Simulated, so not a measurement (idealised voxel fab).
process module | voxel wiring stack
cross-section cut | 155 nm wide | cells 5 nm
A cross-section is a grid of square cells, given in bands from the top down. A band is one or more rows of cells.
Each band's line starts with the height of the band's top and of its bottom, in nm. Then come its materials from left to right, each with its width in nm. One material with "throughout" fills the band from edge to edge. "air" is empty space.
Height 0 is the level under which the wafer as received is all one material. The lowest band goes on downwards, as in "0 down".
A width such as "30 to 40" changes by the same amount from each row of cells to the next, from the band's top row to its bottom row.
"no change" after a step means that no cell of the cross-section changed.
closed voids: empty space of 8 cells or more with no open way to the top, each as width x height at its distance from the left edge, in nm
after a step's settings: what the simulator itself notes on the step
overlay nm, on a step with a mask: how far to the right of its planned place the mask lay; to the left if negative
plan
1 op RECEIVE | material Si
2 op CONFORMAL_DEP | material SiO2 | thk nm 15
3 op DIRECTIONAL_DEP | material TiN | thk nm 5
4 op DIRECTIONAL_DEP | material Ru | thk nm 20
5 op PATTERN | tone cover | mask id METAL_1 | material resist | width nm 20 | pitch nm 35 | thk nm 15 | overlay nm 0
6 op DIRECTIONAL_ETCH | etch materials Ru | depth nm 20
7 op DIRECTIONAL_ETCH | etch materials TiN | depth nm 5
8 op STRIP | etch materials resist
9 op CONFORMAL_DEP | material SiN | thk nm 5
10 op FILL_DEP | material SiO2 | thk nm 5
11 op CMP | height nm 40
12 op CONFORMAL_DEP | material SiCN | thk nm 5
13 op DIRECTIONAL_DEP | material SiO2 | thk nm 10
14 op PATTERN | tone open | mask id PLUG_1 | material resist | width nm 15 | pitch nm 70 | thk nm 15 | overlay nm 0
15 op DIRECTIONAL_ETCH | etch materials SiO2 | depth nm 10
16 op DIRECTIONAL_ETCH | etch materials SiCN | depth nm 5
17 op STRIP | etch materials resist
18 op CONFORMAL_DEP | material TiN | thk nm 5
19 op FILL_DEP | material Cu | thk nm 5
20 op CMP | height nm 55
21 op CONFORMAL_DEP | material SiN | thk nm 5
22 op DIRECTIONAL_DEP | material lowk | thk nm 25
23 op DIRECTIONAL_DEP | material aC | thk nm 15
24 op PATTERN | tone open | mask id METAL_2 | material resist | width nm 20 | pitch nm 35 | thk nm 30 | overlay nm 0
25 op DIRECTIONAL_ETCH | etch materials aC | depth nm 15
26 op STRIP | etch materials resist
27 op DIRECTIONAL_ETCH | etch materials lowk | depth nm 25
28 op DIRECTIONAL_ETCH | etch materials SiN | depth nm 5
29 op STRIP | etch materials aC
30 op CONFORMAL_DEP | material TiN | thk nm 5
31 op FILL_DEP | material Cu | thk nm 10
32 op CMP | height nm 85
33 op EPI | material Ru | thk nm 5
34 op FILL_DEP | material SiCN | thk nm 5
35 op DIRECTIONAL_DEP | material SiO2 | thk nm 20
36 op PATTERN | tone open | mask id PLUG_2 | material resist | width nm 15 | pitch nm 35 | thk nm 15 | overlay nm 0
37 op DIRECTIONAL_ETCH | etch materials SiO2 | depth nm 20
38 op DIRECTIONAL_ETCH | etch materials SiCN | depth nm 5
39 op STRIP | etch materials resist
40 op EPI | material Ru | thk nm 10
41 op EPI | material Ru | thk nm 10
42 op EPI | material Ru | thk nm 5
43 op CONFORMAL_DEP | material SiN | thk nm 5
44 op DIRECTIONAL_DEP | material lowk | thk nm 15
45 op MASKED_ETCH | tone open | mask id METAL_3 | width nm 20 | pitch nm 35 | etch materials lowk | depth nm 15 | overlay nm 0
46 op MASKED_ETCH | tone open | mask id METAL_3 | width nm 20 | pitch nm 35 | etch materials SiN | depth nm 5 | overlay nm 0
47 op CONFORMAL_DEP | material TiN | thk nm 5
48 op FILL_DEP | material Cu | thk nm 5
49 op CMP | height nm 135
50 op CONFORMAL_DEP | material SiN | thk nm 5
as received, after step 1
  0 down: Si throughout
  closed voids: none
a wafer at the end: this start, this plan, one mistake
  140 to 135: SiN throughout
  135 to 120: lowk 30 | TiN 5 | Cu 10 | TiN 5 | lowk 15 | TiN 5 | Cu 10 | TiN 5 | lowk 15 | TiN 5 | Cu 10 | TiN 5 | lowk 35
  120 to 115: SiN 30 | TiN 20 | SiN 15 | TiN 20 | SiN 15 | TiN 20 | SiN 35
  115 to 95: SiO2 30 | Ru 15 | SiO2 20 | Ru 15 | SiO2 20 | Ru 15 | SiO2 40
  95 to 85: SiCN 30 to 25 | Ru 15 to 30 | SiCN 20 to 5 | Ru 15 to 30 | SiCN 20 to 5 | Ru 15 to 30 | SiCN 40 to 30
  85 to 60: lowk 30 | TiN 5 | Cu 10 | TiN 5 | lowk 15 | TiN 5 | Cu 10 | TiN 5 | lowk 15 | TiN 5 | Cu 10 | TiN 5 | lowk 35
  60 to 55: SiN 30 | TiN 20 | SiN 15 | TiN 20 | SiN 15 | TiN 20 | SiN 35
  55 to 50: SiO2 30 | TiN 5 | Cu 5 | TiN 5 | SiO2 55 | TiN 5 | Cu 5 | TiN 5 | SiO2 40
  50 to 45: SiO2 30 | TiN 15 | SiO2 55 | TiN 15 | SiO2 40
  45 to 40: Ru throughout
  40 to 20: SiO2 25 | SiN 5 | Ru 20 | SiN 5 | SiO2 5 | SiN 5 | Ru 20 | SiN 5 | SiO2 5 | SiN 5 | Ru 20 | SiN 5 | SiO2 30
  20 to 15: SiN 30 | TiN 20 | SiN 15 | TiN 20 | SiN 15 | TiN 20 | SiN 35
  15 to 0: SiO2 throughout
  0 down: Si throughout
  closed voids: none
what went wrong: step 12 ran as: op CONFORMAL_DEP | material Ru | thk nm 5
